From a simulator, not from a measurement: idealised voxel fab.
The following process module bears the name voxel ribs on slabs.
We display cut, a cross-section 200 nm in width whose square cells are each 5 nm.
Cross-section, as written here: a square-cell grid given band by band from the top down, where a band holds one or more rows of cells. The entry gives the band's vertical extent as a top height and a bottom height in nm, then its horizontal make-up as materials from left to right, each with a width in nm. "air" stands for empty space; a single material marked "everywhere" fills the band edge to edge. Heads up on the height convention: 0 is the point under which the incoming wafer is all one material, and the lowest band has no bottom, it just keeps going down, like "0 nm and below". You'd read "30..40" like this: the band's top row of cells is as wide as the first number, its bottom row is as wide as the second, and going down, every row changes width by the same amount as the row before did. "remained unchanged" means the step left every cell of the cross-section as it was. Listed in "Catalogued sealed voids": every empty space of 8 or more cells without an open way to the top. Form: width x height at distance, the distance being from the left edge, all in nm. On a step's line, text after the settings is the simulator commenting on that step. Among the settings permitted on a step's line is "overlay nm"; applied to a step with a mask, it specifies the extent to which the mask lay to the right of its planned position, whereas a negative figure signifies a position to the left.

The planned process steps are enumerated hereunder:
| 1 | RECEIVE: material Si |
| 2 | DIRECTIONAL_DEP: material SiO2, thk nm 30 |
| 3 | DIRECTIONAL_DEP: material SiN, thk nm 15 |
| 4 | PATTERN: tone cover, mask id RIB, material resist, width nm 30, thk nm 20, overlay nm 0 |
| 5 | DIRECTIONAL_ETCH: etch materials SiN, depth nm 5 |
| 6 | STRIP: etch materials resist |
| 7 | PATTERN: tone cover, mask id SLAB, material resist, width nm 70, thk nm 20, overlay nm 0 |
| 8 | DIRECTIONAL_ETCH: etch materials SiN, depth nm 10 |
| 9 | STRIP: etch materials resist |
| 10 | FILL_DEP: material SiO2, thk nm 25 |
| 11 | CMP: height nm 60 |
| 12 | DIRECTIONAL_DEP: material TiN, thk nm 5 |
| 13 | PATTERN: tone cover, mask id HEATER, material resist, width nm 40, thk nm 15, overlay nm 0 |
| 14 | DIRECTIONAL_ETCH: etch materials TiN, depth nm 5 |
| 15 | STRIP: etch materials resist |
| 16 | CONFORMAL_DEP: material SiO2, thk nm 10 |
Same starting wafers, different depth nm at step 5. Plan value belongs to the first wafer.

As-received cross-section, first of several wafers, post step 1:
0 nm and below | Si everywhere
Catalogued sealed voids: none

Table: wafers, a row each; end-of-module cell change per material since receipt, gain (+), loss (-); then closed voids:
depth nm 5 | +34 SiN | +530 SiO2 | +8 TiN | Catalogued sealed voids: none
depth nm 10 | +26 SiN | +538 SiO2 | +8 TiN | Catalogued sealed voids: none
depth nm 15 | +18 SiN | +546 SiO2 | +8 TiN | Catalogued sealed voids: none
depth nm 20 | +18 SiN | +546 SiO2 | +8 TiN | Catalogued sealed voids: none
